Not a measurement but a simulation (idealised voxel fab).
Name of the process module below: voxel released beams
Cross-section cut: width 290 nm, square cells of 5 nm.
A cross-section is written here as square cells arranged in a grid, and it is given in bands from the top down, each band taking up one or more rows of cells. Top height, bottom height, nm. Materials left to right, width each, nm. Single material + "everywhere" = fills band edge to edge. "empty" = empty. Heads up on the height convention: 0 is the point under which the incoming wafer is all one material, and the lowest band has no bottom, it just keeps going down, like "0 -> down". The two numbers in a width such as "30->40" mark its ends across the band: the first belongs to the top row of cells, the second to the bottom row, and from each row to the next the width moves by the same amount. Given "everything unchanged" for a step, no cell of the cross-section differs between before and after that step. Any empty space of 8 cells or more lacking an open way to the top shows up in "Sealed void list" as width x height at distance, distance from the left edge, in nm. Text after the settings on a step's line: the simulator's own remark on that step. Regarding "overlay nm": on a step with a mask, it is the distance the mask lay to the right of its planned place; a negative value places it to the left.

[Set out below are the planned steps of the process]
1 RECEIVE,material Si
2 CONFORMAL_DEP,material SiN,thk nm 10
3 DIRECTIONAL_DEP,material SiO2,thk nm 10
4 PATTERN,tone open,mask id ANCHOR,material resist,width nm 25,thk nm 15,overlay nm 0
5 DIRECTIONAL_ETCH,etch materials SiO2,depth nm 10
6 STRIP,etch materials resist
7 CONFORMAL_DEP,material W,thk nm 10
8 PATTERN,tone cover,mask id BEAM,material resist,width nm 75,thk nm 15,overlay nm 0
9 DIRECTIONAL_ETCH,etch materials W,depth nm 10
10 STRIP,etch materials resist
11 STRIP,etch materials SiO2

[Cross-section of the wafer as it came to us, i.e., already through step 1]
	0 -> down | Si everywhere
	Sealed void list: none

[Starting wafer: above. Plan: above. Run: one mistake. Cross-section after the module: below]
	30 -> 20 | empty=105, W=15, empty=5, W=55, empty=110
	20 -> 10 | empty=110, W=25, empty=155
	10 -> 0 | W everywhere
	0 -> down | Si everywhere
	Sealed void list: none
Deviation from plan: step 2 did not happen as planned, as run it was CONFORMAL_DEP,material W,thk nm 10
